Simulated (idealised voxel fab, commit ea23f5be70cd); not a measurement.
process module | voxel plated lines
cross-section cut | 230 nm wide | cells 5 nm
A cross-section is a grid of square cells, given in bands from the top down. A band is one or more rows of cells.
Each band's line starts with the height of the band's top and of its bottom, in nm. Then come its materials from left to right, each with its width in nm. One material with "throughout" fills the band from edge to edge. "air" is empty space.
Height 0 is the level under which the wafer as received is all one material. The lowest band goes on downwards, as in "0 down".
A width such as "30 to 40" changes by the same amount from each row of cells to the next, from the band's top row to its bottom row.
"no change" after a step means that no cell of the cross-section changed.
closed voids: empty space of 8 cells or more with no open way to the top, each as width x height at its distance from the left edge, in nm
after a step's settings: what the simulator itself notes on the step
overlay nm, on a step with a mask: how far to the right of its planned place the mask lay; to the left if negative
plan
1 op RECEIVE | material Si
2 op CONFORMAL_DEP | material SiN | thk nm 5
3 op DIRECTIONAL_DEP | material TiN | thk nm 5
4 op PATTERN | tone open | mask id LINES | material resist | width nm 20 | pitch nm 50 | thk nm 25 | overlay nm 0
5 op EPI | material Ru | thk nm 10
6 op EPI | material Ru | thk nm 5
7 op STRIP | etch materials resist
8 op DIRECTIONAL_ETCH | etch materials TiN | depth nm 5
9 op CONFORMAL_DEP | material SiCN | thk nm 10
first wafer, as planned
as received, after step 1
  0 down: Si throughout
  closed voids: none
after step 2
  5 to 0: SiN throughout
  below 0: unchanged
after step 3
  10 to 5: TiN throughout
  below 5: unchanged
after step 4
  35 to 10: resist 80 | air 20 | resist 30 | air 20 | resist 80
  below 10: unchanged
after step 5
  35 to 20: resist 80 | air 20 | resist 30 | air 20 | resist 80
  20 to 10: resist 80 | Ru 20 | resist 30 | Ru 20 | resist 80
  below 10: unchanged
after step 6
  35 to 25: resist 80 | air 20 | resist 30 | air 20 | resist 80
  25 to 10: resist 80 | Ru 20 | resist 30 | Ru 20 | resist 80
  below 10: unchanged
after step 7
  25 to 10: air 80 | Ru 20 | air 30 | Ru 20 | air 80
  below 10: unchanged
after step 8
  25 to 10: air 80 | Ru 20 | air 30 | Ru 20 | air 80
  10 to 5: air 80 | TiN 20 | air 30 | TiN 20 | air 80
  below 5: unchanged
after step 9
  35 to 25: air 70 | SiCN 40 | air 10 | SiCN 40 | air 70
  25 to 15: air 70 | SiCN 10 | Ru 20 | SiCN 10 | air 10 | SiCN 10 | Ru 20 | SiCN 10 | air 70
  15 to 10: SiCN 80 | Ru 20 | SiCN 30 | Ru 20 | SiCN 80
  10 to 5: SiCN 80 | TiN 20 | SiCN 30 | TiN 20 | SiCN 80
  below 5: unchanged
second wafer: like start, like plan, one mistake. Through step 2 it matches the first wafer
when step 3 should have ended
  10 to 5: Ru throughout
  below 5: unchanged
when step 4 should have ended
  35 to 10: resist 80 | air 20 | resist 30 | air 20 | resist 80
  below 10: unchanged
when step 5 should have ended
  35 to 20: resist 80 | air 20 | resist 30 | air 20 | resist 80
  20 to 10: resist 80 | Ru 20 | resist 30 | Ru 20 | resist 80
  below 10: unchanged
when step 6 should have ended
  35 to 25: resist 80 | air 20 | resist 30 | air 20 | resist 80
  25 to 10: resist 80 | Ru 20 | resist 30 | Ru 20 | resist 80
  below 10: unchanged
when step 7 should have ended
  25 to 10: air 80 | Ru 20 | air 30 | Ru 20 | air 80
  below 10: unchanged
when step 8 should have ended: no change
when step 9 should have ended
  35 to 25: air 70 | SiCN 40 | air 10 | SiCN 40 | air 70
  25 to 20: air 70 | SiCN 10 | Ru 20 | SiCN 10 | air 10 | SiCN 10 | Ru 20 | SiCN 10 | air 70
  20 to 10: SiCN 80 | Ru 20 | SiCN 30 | Ru 20 | SiCN 80
  below 10: unchanged
what went wrong: step 3 ran as: op DIRECTIONAL_DEP | material Ru | thk nm 5
at the end the second wafer has, in cells: 46 more of Ru | 8 fewer of SiCN | 8 fewer of TiN
